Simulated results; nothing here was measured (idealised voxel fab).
Presented below is a process module, voxel released beams.
295 nm wide, 5 nm square cells: that's cross-section cut.
Cross-section spec: square-cell grid; bands listed top down; each band is one or more rows. This entry defines a band. It first specifies the height of the band's top and the height of its bottom in nm, and then specifies the band's materials from left to right, stating each material with its width in nm. The word "everywhere" identifies a single material that fills the band from edge to edge, while the word "empty" identifies empty space. Heights are reckoned from 0. Under this level, the received wafer is all of one material. The bottommost band is open-ended downward, for example "0 down". Graded width ("30->40"): value in top row of band = first number; value in bottom row = second number; row-to-row change constant. "remained the same" after a step means that no cell of the cross-section changed. Each empty space that has no open way to the top and spans at least 8 cells appears under "Cavities, closed" as width x height at distance, the distance counted from the left edge, all in nm. Where a step's line continues beyond its settings, the continuation is a remark by the simulator itself on that step. Among the settings permitted on a step's line is "overlay nm"; applied to a step with a mask, it specifies the extent to which the mask lay to the right of its planned position, whereas a negative figure signifies a position to the left.

[Here's what the planned process steps look like]
1: RECEIVE: material Si
2: CONFORMAL_DEP: material Al2O3, thk nm 5
3: DIRECTIONAL_DEP: material SiO2, thk nm 15
4: DIRECTIONAL_DEP: material aC, thk nm 15
5: PATTERN: tone open, mask id ANCHOR, material resist, width nm 40, thk nm 35, overlay nm 0
6: DIRECTIONAL_ETCH: etch materials aC, depth nm 15
7: STRIP: etch materials resist
8: DIRECTIONAL_ETCH: etch materials SiO2, depth nm 15
9: STRIP: etch materials aC
10: CONFORMAL_DEP: material SiN, thk nm 15
11: DIRECTIONAL_DEP: material aC, thk nm 15
12: PATTERN: tone cover, mask id BEAM, material resist, width nm 95, thk nm 30, overlay nm -15
13: DIRECTIONAL_ETCH: etch materials aC, depth nm 15
14: STRIP: etch materials resist
15: DIRECTIONAL_ETCH: etch materials SiN, depth nm 15
16: STRIP: etch materials aC
17: STRIP: etch materials SiO2
For this document, wafers share an identical start and vary in the step 12 overlay nm; the plan quotes the first wafer's value.

[The as-received cross-section of the first of several wafers corresponds to the state after step 1]
* 0 down: Si everywhere
* Cavities, closed: none

[The following table contains a row per wafer, in which are reported, at the conclusion of the module, the cells of each material gained (+) or lost (-) since the wafer's receipt, with its closed voids given thereafter]
overlay nm -15; +59 Al2O3; +75 SiN; Cavities, closed: none
overlay nm -10; +59 Al2O3; +75 SiN; Cavities, closed: none
overlay nm -5; +59 Al2O3; +75 SiN; Cavities, closed: none
overlay nm 0; +59 Al2O3; +75 SiN; Cavities, closed: none
overlay nm 5; +59 Al2O3; +75 SiN; Cavities, closed: none
overlay nm 10; +59 Al2O3; +75 SiN; Cavities, closed: none
overlay nm 15; +59 Al2O3; +75 SiN; Cavities, closed: none
